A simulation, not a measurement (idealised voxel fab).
The process module that follows is named voxel self aligned contacts.
Shown is cross-section cut, with a width of 290 nm and square cells of size 5 nm.
When this document writes out a cross-section, it uses a grid of square cells and lists it as bands, beginning at the top and moving down, with a band standing for one or more rows of cells.
Look at the band entry: it leads with the top's height and the bottom's height in nm. Then it lists the materials left to right, with a width in nm for each. The word "edge to edge" on a single material says that material fills the band edge to edge. The word "blank" is empty space.
Zero point of the height axis is 0; under it, received wafer = one material. Lowest band: continues down indefinitely, "0..down".
The two numbers in a width such as "30->40" mark its ends across the band: the first belongs to the top row of cells, the second to the bottom row, and from each row to the next the width moves by the same amount.
Any step labelled "no modification" changed none of the cells in the cross-section.
Reported under the label "Enclosed void entries" are the empty spaces having no open way to the top and comprising 8 cells or more; the notation for each is width x height at distance, in which the distance is measured from the left edge and all three values are in nm.
On a step's line, text after the settings is the simulator commenting on that step.
overlay nm: how far to the right of its planned place the mask lay on this masked step (negative: to the left).
**Planned process steps**
1: RECEIVE, material Si
2: CONFORMAL_DEP, material SiO2, thk nm 5
3: DIRECTIONAL_DEP, material polySi, thk nm 30
4: DIRECTIONAL_DEP, material SiN, thk nm 20
5: MASKED_ETCH, tone cover, mask id GATE, width nm 25, pitch nm 60, etch materials SiN, depth nm 20, overlay nm 0
6: MASKED_ETCH, tone cover, mask id GATE, width nm 25, pitch nm 60, etch materials polySi, depth nm 30, overlay nm 0
7: CONFORMAL_DEP, material SiN, thk nm 10
8: DIRECTIONAL_ETCH, etch materials SiN, depth nm 10
9: FILL_DEP, material SiO2, thk nm 10
10: CMP, height nm 60
11: DIRECTIONAL_DEP, material aC, thk nm 15
12: PATTERN, tone open, mask id CONTACT, material resist, width nm 45, thk nm 35, overlay nm 0
13: DIRECTIONAL_ETCH, etch materials aC, depth nm 15
14: STRIP, etch materials resist
15: DIRECTIONAL_ETCH, etch materials SiO2, depth nm 60
16: STRIP, etch materials aC
17: CONFORMAL_DEP, material TiN, thk nm 5
18: FILL_DEP, material W, thk nm 5
19: CMP, height nm 60
20: CONFORMAL_DEP, material SiN, thk nm 5
**Below: the first of two wafers, run as planned**
**This is the cross-section of the wafer as we received it, i.e. after step 1**
	0..down: Si edge to edge
	Enclosed void entries: none
**The wafer in cross-section once step 2 is complete**
	5..0: SiO2 edge to edge
	Rest of section, below 0: as before.
**The wafer in cross-section once step 3 is complete**
	35..5: polySi edge to edge
	Rest of section, below 5: as before.
**The wafer in cross-section once step 4 is complete**
	55..35: SiN edge to edge
	Rest of section, below 35: as before.
**The wafer in cross-section once step 5 is complete**
	55..35: 100 blank  25 SiN  35 blank  25 SiN  105 blank
	Rest of section, below 35: as before.
**The wafer in cross-section once step 6 is complete**
	55..35: 100 blank  25 SiN  35 blank  25 SiN  105 blank
	35..5: 100 blank  25 polySi  35 blank  25 polySi  105 blank
	Rest of section, below 5: as before.
**The wafer in cross-section once step 7 is complete**
	65..35: 90 blank  45 SiN  15 blank  45 SiN  95 blank
	35..15: 90 blank  10 SiN  25 polySi  10 SiN  15 blank  10 SiN  25 polySi  10 SiN  95 blank
	15..5: 100 SiN  25 polySi  35 SiN  25 polySi  105 SiN
	Rest of section, below 5: as before.
**The wafer in cross-section once step 8 is complete**
	55..35: 90 blank  45 SiN  15 blank  45 SiN  95 blank
	35..5: 90 blank  10 SiN  25 polySi  10 SiN  15 blank  10 SiN  25 polySi  10 SiN  95 blank
	Rest of section, below 5: as before.
**The wafer in cross-section once step 9 is complete**
	65..55: SiO2 edge to edge
	55..35: 90 SiO2  45 SiN  15 SiO2  45 SiN  95 SiO2
	35..5: 90 SiO2  10 SiN  25 polySi  10 SiN  15 SiO2  10 SiN  25 polySi  10 SiN  95 SiO2
	Rest of section, below 5: as before.
**The wafer in cross-section once step 10 is complete**
	60..55: SiO2 edge to edge
	Rest of section, below 55: as before.
**The wafer in cross-section once step 11 is complete**
	75..60: aC edge to edge
	Rest of section, below 60: as before.
**The wafer in cross-section once step 12 is complete**
	110..75: 120 resist  45 blank  125 resist
	Rest of section, below 75: as before.
**The wafer in cross-section once step 13 is complete**
	95..75: 120 resist  45 blank  125 resist
	75..60: 120 aC  45 blank  125 aC
	Rest of section, below 60: as before.
**The wafer in cross-section once step 14 is complete**
	75..60: 120 aC  45 blank  125 aC
	Rest of section, below 60: as before.
**The wafer in cross-section once step 15 is complete**
	75..60: 120 aC  45 blank  125 aC
	60..55: 120 SiO2  45 blank  125 SiO2
	55..35: 90 SiO2  45 SiN  15 blank  45 SiN  95 SiO2
	35..5: 90 SiO2  10 SiN  25 polySi  10 SiN  15 blank  10 SiN  25 polySi  10 SiN  95 SiO2
	5..0: 135 SiO2  15 blank  140 SiO2
	Rest of section, below 0: as before.
**The wafer in cross-section once step 16 is complete**
	60..55: 120 SiO2  45 blank  125 SiO2
	Rest of section, below 55: as before.
**The wafer in cross-section once step 17 is complete**
	65..60: 125 TiN  35 blank  130 TiN
	60..55: 120 SiO2  20 TiN  5 blank  20 TiN  125 SiO2
	55..35: 90 SiO2  45 SiN  5 TiN  5 blank  5 TiN  45 SiN  95 SiO2
	35..5: 90 SiO2  10 SiN  25 polySi  10 SiN  5 TiN  5 blank  5 TiN  10 SiN  25 polySi  10 SiN  95 SiO2
	5..0: 135 SiO2  15 TiN  140 SiO2
	Rest of section, below 0: as before.
**The wafer in cross-section once step 18 is complete**
	70..65: W edge to edge
	65..60: 125 TiN  35 W  130 TiN
	60..55: 120 SiO2  20 TiN  5 W  20 TiN  125 SiO2
	55..35: 90 SiO2  45 SiN  5 TiN  5 W  5 TiN  45 SiN  95 SiO2
	35..5: 90 SiO2  10 SiN  25 polySi  10 SiN  5 TiN  5 W  5 TiN  10 SiN  25 polySi  10 SiN  95 SiO2
	Rest of section, below 5: as before.
**The wafer in cross-section once step 19 is complete**
	60..55: 120 SiO2  20 TiN  5 W  20 TiN  125 SiO2
	Rest of section, below 55: as before.
**The wafer in cross-section once step 20 is complete**
	65..60: SiN edge to edge
	Rest of section, below 60: as before.
**Regarding the second of the two wafers: it shared the first wafer's starting condition and process plan, yet one error occurred during its execution. Its history coincides with that of the first wafer up to and including step 5**
**At the planned end of step 6, the second wafer in cross-section**
	55..35: 100 blank  25 SiN  35 blank  25 SiN  105 blank
	35..5: 90 blank  35 polySi  25 blank  35 polySi  105 blank
	Rest of section, below 5: as before.
**At the planned end of step 7, the second wafer in cross-section**
	65..45: 90 blank  45 SiN  15 blank  45 SiN  95 blank
	45..35: 80 blank  55 SiN  5 blank  55 SiN  95 blank
	35..15: 80 blank  10 SiN  35 polySi  10 SiN  5 blank  10 SiN  35 polySi  10 SiN  95 blank
	15..5: 90 SiN  35 polySi  25 SiN  35 polySi  105 SiN
	Rest of section, below 5: as before.
**At the planned end of step 8, the second wafer in cross-section**
	55..35: 90 blank  45 SiN  15 blank  45 SiN  95 blank
	35..5: 80 blank  10 SiN  35 polySi  10 SiN  5 blank  10 SiN  35 polySi  10 SiN  95 blank
	Rest of section, below 5: as before.
**At the planned end of step 9, the second wafer in cross-section**
	65..55: SiO2 edge to edge
	55..35: 90 SiO2  45 SiN  15 SiO2  45 SiN  95 SiO2
	35..5: 80 SiO2  10 SiN  35 polySi  10 SiN  5 SiO2  10 SiN  35 polySi  10 SiN  95 SiO2
	Rest of section, below 5: as before.
**At the planned end of step 10, the second wafer in cross-section**
	60..55: SiO2 edge to edge
	Rest of section, below 55: as before.
**At the planned end of step 11, the second wafer in cross-section**
	75..60: aC edge to edge
	Rest of section, below 60: as before.
**At the planned end of step 12, the second wafer in cross-section**
	110..75: 120 resist  45 blank  125 resist
	Rest of section, below 75: as before.
**At the planned end of step 13, the second wafer in cross-section**
	95..75: 120 resist  45 blank  125 resist
	75..60: 120 aC  45 blank  125 aC
	Rest of section, below 60: as before.
**At the planned end of step 14, the second wafer in cross-section**
	75..60: 120 aC  45 blank  125 aC
	Rest of section, below 60: as before.
**At the planned end of step 15, the second wafer in cross-section**
	75..60: 120 aC  45 blank  125 aC
	60..55: 120 SiO2  45 blank  125 SiO2
	55..35: 90 SiO2  45 SiN  15 blank  45 SiN  95 SiO2
	35..5: 80 SiO2  10 SiN  35 polySi  10 SiN  5 blank  10 SiN  35 polySi  10 SiN  95 SiO2
	5..0: 135 SiO2  5 blank  150 SiO2
	Rest of section, below 0: as before.
**At the planned end of step 16, the second wafer in cross-section**
	60..55: 120 SiO2  45 blank  125 SiO2
	Rest of section, below 55: as before.
**At the planned end of step 17, the second wafer in cross-section**
	65..60: 125 TiN  35 blank  130 TiN
	60..55: 120 SiO2  20 TiN  5 blank  20 TiN  125 SiO2
	55..40: 90 SiO2  45 SiN  5 TiN  5 blank  5 TiN  45 SiN  95 SiO2
	40..35: 90 SiO2  45 SiN  15 TiN  45 SiN  95 SiO2
	35..5: 80 SiO2  10 SiN  35 polySi  10 SiN  5 TiN  10 SiN  35 polySi  10 SiN  95 SiO2
	5..0: 135 SiO2  5 TiN  150 SiO2
	Rest of section, below 0: as before.
**At the planned end of step 18, the second wafer in cross-section**
	70..65: W edge to edge
	65..60: 125 TiN  35 W  130 TiN
	60..55: 120 SiO2  20 TiN  5 W  20 TiN  125 SiO2
	55..40: 90 SiO2  45 SiN  5 TiN  5 W  5 TiN  45 SiN  95 SiO2
	Rest of section, below 40: as before.
**At the planned end of step 19, the second wafer in cross-section**
	60..55: 120 SiO2  20 TiN  5 W  20 TiN  125 SiO2
	Rest of section, below 55: as before.
**At the planned end of step 20, the second wafer in cross-section**
	65..60: SiN edge to edge
	Rest of section, below 60: as before.
Want to know what went wrong? step 6 ran differently from the plan; actual operation with settings: MASKED_ETCH, tone cover, mask id GATE, width nm 25, pitch nm 60, etch materials polySi, depth nm 30, overlay nm -10
FYI, end of process, the second wafer has more or fewer cells of some materials than the first: SiO2 -10, TiN -7, W -7, polySi +24
